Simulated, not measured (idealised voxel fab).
process module | voxel self aligned contacts
cross-section cut | 235 nm wide | cells 5 nm
A cross-section is a grid of square cells, given in bands from the top down. A band is one or more rows of cells.
Each band's line starts with the height of the band's top and of its bottom, in nm. Then come its materials from left to right, each with its width in nm. One material with "throughout" fills the band from edge to edge. "air" is empty space.
Height 0 is the level under which the wafer as received is all one material. The lowest band goes on downwards, as in "0 down".
A width such as "30 to 40" changes by the same amount from each row of cells to the next, from the band's top row to its bottom row.
"no change" after a step means that no cell of the cross-section changed.
closed voids: empty space of 8 cells or more with no open way to the top, each as width x height at its distance from the left edge, in nm
after a step's settings: what the simulator itself notes on the step
overlay nm, on a step with a mask: how far to the right of its planned place the mask lay; to the left if negative
plan
1 op RECEIVE | material Si
2 op CONFORMAL_DEP | material SiO2 | thk nm 5
3 op DIRECTIONAL_DEP | material polySi | thk nm 25
4 op DIRECTIONAL_DEP | material SiN | thk nm 20
5 op PATTERN | tone cover | mask id GATE | material resist | width nm 25 | pitch nm 55 | thk nm 15 | overlay nm 0
6 op DIRECTIONAL_ETCH | etch materials SiN | depth nm 20
7 op DIRECTIONAL_ETCH | etch materials polySi | depth nm 25
8 op STRIP | etch materials resist
9 op CONFORMAL_DEP | material SiN | thk nm 5
10 op DIRECTIONAL_ETCH | etch materials SiN | depth nm 5
11 op FILL_DEP | material SiO2 | thk nm 15
12 op CMP | height nm 55
13 op PATTERN | tone open | mask id CONTACT | material resist | width nm 40 | pitch nm 55 | thk nm 20 | overlay nm 0
14 op DIRECTIONAL_ETCH | etch materials SiO2 | depth nm 55
15 op STRIP | etch materials resist
16 op CONFORMAL_DEP | material TiN | thk nm 5
17 op FILL_DEP | material W | thk nm 10
18 op CMP | height nm 55
19 op CONFORMAL_DEP | material SiN | thk nm 5
as received, after step 1
  0 down: Si throughout
  closed voids: none
first wafer at the end, as planned
  60 to 55: SiN throughout
  55 to 50: SiO2 70 | TiN 15 | W 10 | TiN 15 | SiO2 15 | TiN 15 | W 10 | TiN 15 | SiO2 70
  50 to 30: SiO2 45 | SiN 35 | TiN 5 | W 10 | TiN 5 | SiN 35 | TiN 5 | W 10 | TiN 5 | SiN 35 | SiO2 45
  30 to 5: SiO2 45 | SiN 5 | polySi 25 | SiN 5 | TiN 5 | W 10 | TiN 5 | SiN 5 | polySi 25 | SiN 5 | TiN 5 | W 10 | TiN 5 | SiN 5 | polySi 25 | SiN 5 | SiO2 45
  5 to 0: SiO2 80 | TiN 20 | SiO2 35 | TiN 20 | SiO2 80
  0 down: Si throughout
  closed voids: none
second wafer at the end: like start, like plan, one mistake
  60 to 55: SiN throughout
  55 to 50: SiO2 70 | TiN 15 | W 10 | TiN 15 | SiO2 15 | TiN 15 | W 10 | TiN 15 | SiO2 70
  50 to 30: SiO2 45 | SiN 35 | TiN 5 | W 10 | TiN 5 | SiN 35 | TiN 5 | W 10 | TiN 5 | SiN 35 | SiO2 45
  30 to 15: SiO2 45 | SiN 5 | polySi 25 | SiN 5 | TiN 5 | W 10 | TiN 5 | SiN 5 | polySi 25 | SiN 5 | TiN 5 | W 10 | TiN 5 | SiN 5 | polySi 25 | SiN 5 | SiO2 45
  15 to 10: SiO2 45 | SiN 5 | polySi 25 | SiN 5 | TiN 20 | SiN 5 | polySi 25 | SiN 5 | TiN 20 | SiN 5 | polySi 25 | SiN 5 | SiO2 45
  10 to 5: SiN 50 | polySi 25 | SiN 30 | polySi 25 | SiN 30 | polySi 25 | SiN 50
  5 to 0: SiO2 throughout
  0 down: Si throughout
  closed voids: none
what went wrong: steps 9 and 10 were swapped
at the end the second wafer has, in cells: 26 more of SiN | 10 fewer of SiO2 | 8 fewer of TiN | 8 fewer of W
